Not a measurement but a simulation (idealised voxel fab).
The document below concerns the process module designated voxel ribs on slabs.
Square cells of 5 nm make up the cross-section cut, whose width is 285 nm.
Just so we're on the same page, the cross-sections are grids of square cells, and they're listed out in bands top to bottom, each band one or more rows deep.
Look at the band entry: it leads with the top's height and the bottom's height in nm. Then it lists the materials left to right, with a width in nm for each. The word "throughout" on a single material says that material fills the band edge to edge. The word "empty" is empty space.
We count height from 0. Below that, the starting wafer is all one material. The lowest band never ends at the bottom but goes on down; see "0..down" for how that is written.
Width "30 to 40": first value at the band's top row of cells, second value at its bottom row, equal change from row to row.
You'll sometimes find "no modification" written for a step, and that's the way of saying that nowhere in the cross-section did a cell change during that step.
Sealed void inventory: empty space of 8 cells or more with no open way to the top, each as width x height at its distance from the left edge, in nm
If you see something after the settings on a step's line, that's the simulator's own remark about that step.
What "overlay nm" on a step's line means: if the step has a mask, that mask lay this far to the right of its planned place, or, when the value is negative, to the left.
**Planned process steps**
1: RECEIVE, material Si
2: DIRECTIONAL_DEP, material SiO2, thk nm 25
3: DIRECTIONAL_DEP, material SiN, thk nm 20
4: DIRECTIONAL_DEP, material aC, thk nm 10
5: PATTERN, tone cover, mask id RIB, material resist, width nm 25, thk nm 25, overlay nm 0
6: DIRECTIONAL_ETCH, etch materials aC, depth nm 10
7: STRIP, etch materials resist
8: DIRECTIONAL_ETCH, etch materials SiN, depth nm 5
9: STRIP, etch materials aC
10: DIRECTIONAL_DEP, material aC, thk nm 10
11: PATTERN, tone cover, mask id SLAB, material resist, width nm 55, thk nm 30, overlay nm 0
12: DIRECTIONAL_ETCH, etch materials aC, depth nm 10
13: STRIP, etch materials resist
14: DIRECTIONAL_ETCH, etch materials SiN, depth nm 15
15: STRIP, etch materials aC
16: FILL_DEP, material SiO2, thk nm 15
17: CMP, height nm 55
18: DIRECTIONAL_DEP, material W, thk nm 5
19: PATTERN, tone cover, mask id HEATER, material resist, width nm 35, thk nm 20, overlay nm 0
20: DIRECTIONAL_ETCH, etch materials W, depth nm 5
21: STRIP, etch materials resist
22: CONFORMAL_DEP, material SiO2, thk nm 5
**Here's what the wafer looked like in cross-section when it arrived - that's after step 1**
- 0..down: Si throughout
- Sealed void inventory: none
**End-of-module cross-section. Starting structure and process plan as above; one mistake made in running it**
- 65..60: empty 120 nm; SiO2 45 nm; empty 120 nm
- 60..55: SiO2 125 nm; W 35 nm; SiO2 125 nm
- 55..45: SiO2 throughout
- 45..25: SiN throughout
- 25..0: SiO2 throughout
- 0..down: Si throughout
- Sealed void inventory: none
What broke from the plan during processing? planned and actual differ for step 4; actual: DIRECTIONAL_DEP, material SiO2, thk nm 10
